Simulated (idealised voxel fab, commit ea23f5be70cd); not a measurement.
The process module that follows is named voxel transistor to metal.
Square cell edge 5 nm, section width 210 nm, ID cut.
A cross-section is written here as square cells arranged in a grid, and it is given in bands from the top down, each band taking up one or more rows of cells. Basically the band line says how high the top is and how high the bottom is, in nm, and then what's in it from left to right, every material with its width in nm. Empty space shows up as "empty", and if a single material carries "edge to edge" it runs the full band edge to edge. Height 0 is the level under which the wafer as received is all one material. The lowest band goes on downwards, as in "z 0 and below". Read "30->40" as a graded width: first number on top, second number at the bottom, same change between each pair of neighbouring rows. "nothing altered" after a step means that no cell of the cross-section changed. If an empty space has no open way to the top and is at least 8 cells in size, "Unvented cavities" lists it, written width x height at distance, where distance is measured from the left edge and every value is in nm. after a step's settings: what the simulator itself notes on the step. Regarding "overlay nm": on a step with a mask, it is the distance the mask lay to the right of its planned place; a negative value places it to the left.

plan
step 1: RECEIVE | material Si
step 2: CONFORMAL_DEP | material SiO2 | thk nm 5
step 3: CONFORMAL_DEP | material SiN | thk nm 15
step 4: MASKED_ETCH | tone cover | mask id ACTIVE | width nm 120 | etch materials SiN | depth nm 15 | overlay nm 0
step 5: MASKED_ETCH | tone cover | mask id ACTIVE | width nm 120 | etch materials SiO2 | depth nm 5 | overlay nm 0
step 6: MASKED_ETCH | tone cover | mask id ACTIVE | width nm 120 | etch materials Si | depth nm 35 | overlay nm 0
step 7: FILL_DEP | material SiO2 | thk nm 10
step 8: CMP | height nm 20
step 9: SELECTIVE_ETCH | etch materials SiO2 | depth nm 5
step 10: STRIP | etch materials SiN
step 11: SELECTIVE_ETCH | etch materials SiO2 | depth nm 5
step 12: OXIDIZE | depth nm 5
step 13: DIRECTIONAL_DEP | material polySi | thk nm 25
step 14: DIRECTIONAL_DEP | material SiCN | thk nm 15
step 15: MASKED_ETCH | tone cover | mask id GATE | width nm 30 | etch materials SiCN | depth nm 25 | overlay nm 0
step 16: MASKED_ETCH | tone cover | mask id GATE | width nm 30 | etch materials polySi | depth nm 35 | overlay nm 0
step 17: CONFORMAL_DEP | material SiN | thk nm 10
step 18: DIRECTIONAL_ETCH | etch materials SiN | depth nm 10
step 19: DIRECTIONAL_ETCH | etch materials SiO2 | depth nm 5
step 20: EPI | material SiGe | thk nm 5
step 21: FILL_DEP | material SiO2 | thk nm 10
step 22: CMP | height nm 25
step 23: STRIP | etch materials polySi
step 24: SELECTIVE_ETCH | etch materials SiO2 | depth nm 5
step 25: CONFORMAL_DEP | material HfO2 | thk nm 5
step 26: CONFORMAL_DEP | material TiN | thk nm 5
step 27: FILL_DEP | material W | thk nm 10
step 28: CMP | height nm 20
step 29: DIRECTIONAL_DEP | material SiO2 | thk nm 15
step 30: PATTERN | tone open | mask id CONTACT | material resist | width nm 15 | pitch nm 85 | thk nm 15 | overlay nm 0
step 31: DIRECTIONAL_ETCH | etch materials SiO2 | depth nm 35
step 32: STRIP | etch materials resist
step 33: CONFORMAL_DEP | material TiN | thk nm 5
step 34: FILL_DEP | material W | thk nm 5
step 35: CMP | height nm 35
step 36: CONFORMAL_DEP | material SiCN | thk nm 5
step 37: DIRECTIONAL_DEP | material SiO2 | thk nm 15
step 38: MASKED_ETCH | tone open | mask id METAL_1 | width nm 15 | pitch nm 85 | etch materials SiO2 | depth nm 15 | overlay nm 0
step 39: MASKED_ETCH | tone open | mask id METAL_1 | width nm 15 | pitch nm 85 | etch materials SiCN | depth nm 5 | overlay nm 0
step 40: CONFORMAL_DEP | material TiN | thk nm 5
step 41: FILL_DEP | material Cu | thk nm 10
step 42: CMP | height nm 55
step 43: CONFORMAL_DEP | material SiCN | thk nm 5
step 44: DIRECTIONAL_DEP | material SiO2 | thk nm 30
step 45: DIRECTIONAL_DEP | material aC | thk nm 15
step 46: PATTERN | tone open | mask id METAL_2 | material resist | width nm 15 | pitch nm 85 | thk nm 35 | overlay nm 0
step 47: DIRECTIONAL_ETCH | etch materials aC | depth nm 15
step 48: STRIP | etch materials resist
step 49: DIRECTIONAL_ETCH | etch materials SiO2 | depth nm 15
step 50: STRIP | etch materials aC
step 51: PATTERN | tone open | mask id METAL_2_HOLES | material resist | width nm 15 | pitch nm 85 | thk nm 20 | overlay nm 0
step 52: DIRECTIONAL_ETCH | etch materials SiO2 | depth nm 15
step 53: DIRECTIONAL_ETCH | etch materials SiCN | depth nm 5
step 54: STRIP | etch materials resist
step 55: CONFORMAL_DEP | material TiN | thk nm 5
step 56: FILL_DEP | material Cu | thk nm 10
step 57: CMP | height nm 90
step 58: CONFORMAL_DEP | material SiN | thk nm 5

Cross-section of the wafer as it came to us, i.e., already through step 1
- z 0 and below | Si edge to edge
- Unvented cavities: none

Result of the module, cross-sectioned: start per above, plan per above, one error in how it was run
- z 95 to 90 | SiN edge to edge
- z 90 to 60 | SiO2 55 | TiN 5 | Cu 5 | TiN 5 | SiO2 70 | TiN 5 | Cu 5 | TiN 5 | SiO2 55
- z 60 to 55 | SiCN 55 | TiN 15 | SiCN 70 | TiN 15 | SiCN 55
- z 55 to 45 | Cu edge to edge
- z 45 to 40 | TiN 60 | Cu 5 | TiN 80 | Cu 5 | TiN 60
- z 40 to 35 | SiCN 55 | TiN 15 | SiCN 70 | TiN 15 | SiCN 55
- z 35 to 20 | SiO2 55 | TiN 5 | W 5 | TiN 5 | SiO2 70 | TiN 5 | W 5 | TiN 5 | SiO2 55
- z 20 to 10 | SiO2 55 | TiN 5 | W 5 | TiN 5 | SiO2 10 | SiN 10 | HfO2 5 | TiN 5 | W 10 | TiN 5 | HfO2 5 | SiN 10 | SiO2 10 | TiN 5 | W 5 | TiN 5 | SiO2 55
- z 10 to 5 | SiO2 40 | SiN 10 | SiO2 5 | TiN 5 | W 5 | TiN 5 | SiO2 10 | SiN 10 | HfO2 5 | TiN 5 | W 10 | TiN 5 | HfO2 5 | SiN 10 | SiO2 10 | TiN 5 | W 5 | TiN 5 | SiO2 5 | SiN 10 | SiO2 40
- z 5 to 0 | SiO2 40 | SiN 10 | SiO2 5 | TiN 15 | SiO2 10 | SiN 10 | HfO2 5 | TiN 20 | HfO2 5 | SiN 10 | SiO2 10 | TiN 15 | SiO2 5 | SiN 10 | SiO2 40
- z 0 to -5 | SiO2 50 | SiGe 30 | SiO2 5 | HfO2 40 | SiO2 5 | SiGe 30 | SiO2 50
- z -5 to -35 | SiO2 45 | Si 120 | SiO2 45
- z -35 and below | Si edge to edge
- Unvented cavities: none
What was the processing mistake? step 37 of the plan was bypassed and not carried out
